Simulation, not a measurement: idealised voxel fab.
Herein follows the process module entitled voxel wiring stack.
cross-section cut | 200 nm wide | cells 5 nm
Notation: cross-section as square-cell grid; stated in bands, top first, going down; one or more cell rows per band.
The entry gives the band's vertical extent as a top height and a bottom height in nm, then its horizontal make-up as materials from left to right, each with a width in nm. "air" stands for empty space; a single material marked "all across" fills the band edge to edge.
The reference from which all heights are counted is 0, the level beneath which the as-received wafer is entirely one material; the lowest band, having no lower bound, proceeds downward and is written after the example "z 0 and below".
Note: "30..40" means the width goes from the first number (top row of the band) to the second number (bottom row) in equal steps per row of cells.
"nothing different" means the step left every cell of the cross-section as it was.
You'll see "Enclosed void catalog" listing empty spaces that have no way open to the top, as long as they're 8 cells or more; the notation is width x height at distance, where the distance is from the left edge, and all of it is in nm.
If you see something after the settings on a step's line, that's the simulator's own remark about that step.
When a step includes a mask, the "overlay nm" setting on its line states how far to the right of its planned place that mask lay, and negative values state how far to the left.
## Process steps - plan
1) RECEIVE, material Si
2) CONFORMAL_DEP, material SiO2, thk nm 10
3) DIRECTIONAL_DEP, material TiN, thk nm 5
4) DIRECTIONAL_DEP, material Ru, thk nm 25
5) PATTERN, tone cover, mask id METAL_1, material resist, width nm 30, pitch nm 45, thk nm 20, overlay nm 0
6) DIRECTIONAL_ETCH, etch materials Ru, depth nm 25
7) DIRECTIONAL_ETCH, etch materials TiN, depth nm 5
8) STRIP, etch materials resist
9) FILL_DEP, material SiO2, thk nm 10
10) CMP, height nm 40
11) CONFORMAL_DEP, material SiCN, thk nm 5
12) DIRECTIONAL_DEP, material lowk, thk nm 10
13) PATTERN, tone open, mask id PLUG_1, material resist, width nm 15, pitch nm 45, thk nm 15, overlay nm 0
14) DIRECTIONAL_ETCH, etch materials lowk, depth nm 10
15) DIRECTIONAL_ETCH, etch materials SiCN, depth nm 5
16) STRIP, etch materials resist
17) CONFORMAL_DEP, material TiN, thk nm 5
18) FILL_DEP, material Cu, thk nm 5
19) CMP, height nm 55
20) CONFORMAL_DEP, material SiCN, thk nm 5
21) DIRECTIONAL_DEP, material lowk, thk nm 25
22) PATTERN, tone open, mask id METAL_2, material resist, width nm 30, pitch nm 45, thk nm 15, overlay nm 0
23) DIRECTIONAL_ETCH, etch materials lowk, depth nm 25
24) DIRECTIONAL_ETCH, etch materials SiCN, depth nm 5
25) STRIP, etch materials resist
26) CONFORMAL_DEP, material TiN, thk nm 5
27) FILL_DEP, material Ru, thk nm 10
28) CMP, height nm 85
29) EPI, material Ru, thk nm 5
30) FILL_DEP, material SiCN, thk nm 5
The plan's step 13 width nm is the first wafer's value; the wafers differ in this setting and start identical.
## As received, i.e. after step 1: cross-section through the first of several wafers
  z 0 and below | Si all across
  Enclosed void catalog: none
## End of the module, past its last step, step 30: how the first of several wafers looks in cross-section
  z 95 to 90 | SiCN all across
  z 90 to 85 | 35 of SiCN, 40 of Ru, 5 of SiCN, 40 of Ru, 5 of SiCN, 40 of Ru, 35 of SiCN
  z 85 to 60 | 40 of lowk, 5 of TiN, 20 of Ru, 5 of TiN, 15 of lowk, 5 of TiN, 20 of Ru, 5 of TiN, 15 of lowk, 5 of TiN, 20 of Ru, 5 of TiN, 40 of lowk
  z 60 to 55 | 40 of SiCN, 30 of TiN, 15 of SiCN, 30 of TiN, 15 of SiCN, 30 of TiN, 40 of SiCN
  z 55 to 45 | 40 of lowk, 5 of TiN, 5 of Cu, 5 of TiN, 30 of lowk, 5 of TiN, 5 of Cu, 5 of TiN, 30 of lowk, 5 of TiN, 5 of Cu, 5 of TiN, 55 of lowk
  z 45 to 40 | 40 of SiCN, 15 of TiN, 30 of SiCN, 15 of TiN, 30 of SiCN, 15 of TiN, 55 of SiCN
  z 40 to 15 | 40 of SiO2, 30 of Ru, 15 of SiO2, 30 of Ru, 15 of SiO2, 30 of Ru, 40 of SiO2
  z 15 to 10 | 40 of SiO2, 30 of TiN, 15 of SiO2, 30 of TiN, 15 of SiO2, 30 of TiN, 40 of SiO2
  z 10 to 0 | SiO2 all across
  z 0 and below | Si all across
  Enclosed void catalog: none
## The final wafer, sectioned at module end
  z 95 to 90 | SiCN all across
  z 90 to 85 | 35 of SiCN, 40 of Ru, 5 of SiCN, 40 of Ru, 5 of SiCN, 40 of Ru, 35 of SiCN
  z 85 to 60 | 40 of lowk, 5 of TiN, 20 of Ru, 5 of TiN, 15 of lowk, 5 of TiN, 20 of Ru, 5 of TiN, 15 of lowk, 5 of TiN, 20 of Ru, 5 of TiN, 40 of lowk
  z 60 to 55 | 40 of SiCN, 30 of TiN, 15 of SiCN, 30 of TiN, 15 of SiCN, 30 of TiN, 40 of SiCN
  z 55 to 45 | 35 of lowk, 5 of TiN, 20 of Cu, 5 of TiN, 15 of lowk, 5 of TiN, 20 of Cu, 5 of TiN, 15 of lowk, 5 of TiN, 20 of Cu, 5 of TiN, 45 of lowk
  z 45 to 40 | 35 of SiCN, 30 of TiN, 15 of SiCN, 30 of TiN, 15 of SiCN, 30 of TiN, 45 of SiCN
  z 40 to 15 | 40 of SiO2, 30 of Ru, 15 of SiO2, 30 of Ru, 15 of SiO2, 30 of Ru, 40 of SiO2
  z 15 to 10 | 40 of SiO2, 30 of TiN, 15 of SiO2, 30 of TiN, 15 of SiO2, 30 of TiN, 40 of SiO2
  z 10 to 0 | SiO2 all across
  z 0 and below | Si all across
  Enclosed void catalog: none
## Each row below is a wafer at the end of the module, listing for every material the number of cells it has gained (+) or lost (-) since it was received, followed by its closed voids
width nm 15; +6 Cu; +174 Ru; +109 SiCN; +212 SiO2; +87 TiN; +172 lowk; Enclosed void catalog: none
width nm 20; +12 Cu; +174 Ru; +106 SiCN; +212 SiO2; +90 TiN; +166 lowk; Enclosed void catalog: none
width nm 25; +18 Cu; +174 Ru; +103 SiCN; +212 SiO2; +93 TiN; +160 lowk; Enclosed void catalog: none
width nm 30; +24 Cu; +174 Ru; +100 SiCN; +212 SiO2; +96 TiN; +154 lowk; Enclosed void catalog: none
